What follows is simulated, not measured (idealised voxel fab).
process module | voxel self aligned vias
Cross-section cut spans 225 nm and uses square cells 5 nm in size.
If you're reading a cross-section in this doc, picture square cells in a grid; it comes to you as bands, top ones listed first down to the bottom, and a band can be one or more rows of cells. Quick guide to a band line: top height, bottom height (nm) up front; then every material left to right with its width in nm. Only one material and it's marked "all across"? Then it fills the band edge to edge. And "air" just means empty space. Height is counted from the level 0, under which the received wafer is composed throughout of one material. The lowest of the bands is not closed at the bottom but continues downward, in the notation "0 -> down". Per-row width for "30->40": begins at first number (top row of band), ends at second number (bottom row), increment between rows held constant. Key: "no modifications" - step with no changed cell in the cross-section. Look at "Sealed void list" for the closed voids: empty spaces with no open path to the top, sized 8 cells or up. Each is width x height at distance, distance from the left edge, all nm. Heads up: the bit after the settings on a step's line is the simulator's remark on that step. overlay nm: where the mask lay relative to plan, measured to the right, on steps with a mask; negatives go left.
**So here's the lineup of process steps we planned**
1,RECEIVE,material Si
2,CONFORMAL_DEP,material SiO2,thk nm 15
3,CONFORMAL_DEP,material SiCN,thk nm 5
4,DIRECTIONAL_DEP,material SiO2,thk nm 20
5,DIRECTIONAL_DEP,material aC,thk nm 10
6,PATTERN,tone open,mask id LINES,material resist,width nm 20,pitch nm 45,thk nm 25,overlay nm 0
7,DIRECTIONAL_ETCH,etch materials aC,depth nm 10
8,STRIP,etch materials resist
9,DIRECTIONAL_ETCH,etch materials SiO2,depth nm 20
10,STRIP,etch materials aC
11,CONFORMAL_DEP,material TiN,thk nm 5
12,FILL_DEP,material Ru,thk nm 10
13,CMP,height nm 40
14,SELECTIVE_ETCH,etch materials W Ru TiN,depth nm 5
15,FILL_DEP,material SiN,thk nm 10
16,CMP,height nm 40
17,DIRECTIONAL_DEP,material SiO2,thk nm 20
18,MASKED_ETCH,tone open,mask id VIAS,width nm 30,etch materials SiO2,depth nm 20,overlay nm 0
19,MASKED_ETCH,tone open,mask id VIAS,width nm 30,etch materials SiN,depth nm 5,overlay nm 0
20,CONFORMAL_DEP,material TiN,thk nm 5
21,FILL_DEP,material Ru,thk nm 5
22,CMP,height nm 60
23,CONFORMAL_DEP,material SiCN,thk nm 5
**Cross-section of the wafer at receipt, which is the condition after step 1**
0 -> down = Si all across
Sealed void list: none
**Module complete - cross-section of the first of two wafers, run according to plan**
65 -> 60 = SiCN all across
60 -> 45 = 75 of SiO2 / 5 of TiN / 20 of Ru / 5 of TiN / 120 of SiO2
45 -> 40 = 75 of SiO2 / 10 of TiN / 10 of Ru / 10 of TiN / 120 of SiO2
40 -> 35 = 80 of SiO2 / 20 of TiN / 25 of SiO2 / 20 of SiN / 80 of SiO2
35 -> 25 = 80 of SiO2 / 5 of TiN / 10 of Ru / 5 of TiN / 25 of SiO2 / 5 of TiN / 10 of Ru / 5 of TiN / 80 of SiO2
25 -> 20 = 80 of SiO2 / 20 of TiN / 25 of SiO2 / 20 of TiN / 80 of SiO2
20 -> 15 = SiCN all across
15 -> 0 = SiO2 all across
0 -> down = Si all across
Sealed void list: none
**Now the second wafer, cross-sectioned at the end of the module. Nothing different at the start, nothing different in the plan compared with the first, just one mistake when it was actually run**
65 -> 60 = SiCN all across
60 -> 45 = 75 of SiO2 / 5 of TiN / 20 of Ru / 5 of TiN / 120 of SiO2
45 -> 40 = 75 of SiO2 / 10 of TiN / 10 of Ru / 10 of TiN / 120 of SiO2
40 -> 35 = 80 of SiO2 / 20 of TiN / 25 of SiO2 / 20 of SiN / 80 of SiO2
35 -> 30 = 80 of SiO2 / 20 of TiN / 25 of SiO2 / 20 of TiN / 80 of SiO2
30 -> 25 = SiCN all across
25 -> 0 = SiO2 all across
0 -> down = Si all across
Sealed void list: none
Short version of what went wrong: contrary to plan, step 2 was performed as CONFORMAL_DEP,material SiO2,thk nm 25
Final tally in cells, some materials are higher or lower on the second wafer than on the first: 8 fewer of Ru, 16 more of SiO2, 8 fewer of TiN
